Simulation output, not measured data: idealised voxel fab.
Process module, titled voxel trench capacitor
We display cut, a cross-section 260 nm in width whose square cells are each 5 nm.
Bands, listed from the top down, are how a cross-section gets written in this document; the cross-section itself is a grid of square cells, and a band is one or more rows of them. What a band's entry tells you: where the top is and where the bottom is, as heights in nm, and after that what lies inside, material by material from left to right, each with its width in nm. Empty space is written as the word "air", and a single material marked with the word "full width" occupies the band from edge to edge. Basically, 0 is our baseline, since under it the wafer straight out of the box is all one material. The bottom band has no lower end and keeps on going down, so it looks like "0 and below". The two numbers in a width such as "30..40" mark its ends across the band: the first belongs to the top row of cells, the second to the bottom row, and from each row to the next the width moves by the same amount. Any step labelled "no alterations made" changed none of the cells in the cross-section. Voids not open to the top, 8 cells minimum: see "Closed void list". Written width x height at distance; distance is from the left edge; nm. The remark found on a step's line after its settings is issued by the simulator itself and pertains to that step. Regarding "overlay nm": on a step with a mask, it is the distance the mask lay to the right of its planned place; a negative value places it to the left.

[Here's what the planned process steps look like]
| 1 | RECEIVE [material Si] |
| 2 | CONFORMAL_DEP [material SiN] [thk nm 5] |
| 3 | MASKED_ETCH [tone open] [mask id TRENCH] [width nm 15] [pitch nm 40] [etch materials SiN] [depth nm 5] [overlay nm 0] |
| 4 | MASKED_ETCH [tone open] [mask id TRENCH] [width nm 15] [pitch nm 40] [etch materials Si] [depth nm 40] [overlay nm 0] |
| 5 | CONFORMAL_DEP [material Al2O3] [thk nm 5] |
| 6 | FILL_DEP [material polySi] [thk nm 5] |
| 7 | CMP [height nm 5] |

[Cross-section of the incoming wafer, state after step 1]
* 0 and below = Si full width
* Closed void list: none

[This is how the wafer looks in cross-section once the module is done, given the starting state and plan above and one mistake in carrying the plan out]
* 5 down to 0 = SiN: 100; Al2O3: 5; polySi: 5; Al2O3: 10; SiN: 20; Al2O3: 5; polySi: 5; Al2O3: 10; SiN: 100
* 0 down to -35 = Si: 100; Al2O3: 5; polySi: 5; Al2O3: 5; Si: 25; Al2O3: 5; polySi: 5; Al2O3: 5; Si: 105
* -35 down to -40 = Si: 100; Al2O3: 15; Si: 25; Al2O3: 15; Si: 105
* -40 and below = Si full width
* Closed void list: none
The plan and the run diverged here: step 3 was not run as planned; what actually ran was MASKED_ETCH [tone open] [mask id TRENCH] [width nm 20] [pitch nm 40] [etch materials SiN] [depth nm 5] [overlay nm 0]
